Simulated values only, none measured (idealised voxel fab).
process module | voxel double patterning
cross-section cut | 230 nm wide | cells 5 nm
A cross-section is a grid of square cells, given in bands from the top down. A band is one or more rows of cells.
Each band's line starts with the height of the band's top and of its bottom, in nm. Then come its materials from left to right, each with its width in nm. One material with "throughout" fills the band from edge to edge. "air" is empty space.
Height 0 is the level under which the wafer as received is all one material. The lowest band goes on downwards, as in "0 down".
A width such as "30 to 40" changes by the same amount from each row of cells to the next, from the band's top row to its bottom row.
"no change" after a step means that no cell of the cross-section changed.
closed voids: empty space of 8 cells or more with no open way to the top, each as width x height at its distance from the left edge, in nm
after a step's settings: what the simulator itself notes on the step
overlay nm, on a step with a mask: how far to the right of its planned place the mask lay; to the left if negative
plan
1 op RECEIVE | material Si
2 op CONFORMAL_DEP | material SiO2 | thk nm 5
3 op DIRECTIONAL_DEP | material TiN | thk nm 10
4 op DIRECTIONAL_DEP | material SiN | thk nm 5
5 op MASKED_ETCH | tone open | mask id FIRST | width nm 15 | pitch nm 50 | etch materials SiN | depth nm 5 | overlay nm 0
6 op MASKED_ETCH | tone open | mask id SECOND | width nm 15 | etch materials SiN | depth nm 5 | overlay nm 0
7 op DIRECTIONAL_ETCH | etch materials TiN | depth nm 10
8 op STRIP | etch materials SiN
as received, after step 1
  0 down: Si throughout
  closed voids: none
first wafer at the end, as planned
  15 to 5: TiN 80 | air 15 | TiN 10 | air 15 | TiN 10 | air 15 | TiN 85
  5 to 0: SiO2 throughout
  0 down: Si throughout
  closed voids: none
second wafer at the end: like start, like plan, one mistake
  20 to 15: SiN 80 | air 15 | SiN 10 | air 15 | SiN 10 | air 15 | SiN 85
  15 to 5: TiN 80 | air 15 | TiN 10 | air 15 | TiN 10 | air 15 | TiN 85
  5 to 0: SiO2 throughout
  0 down: Si throughout
  closed voids: none
what went wrong: step 8 was left out
at the end the second wafer has, in cells: 37 more of SiN
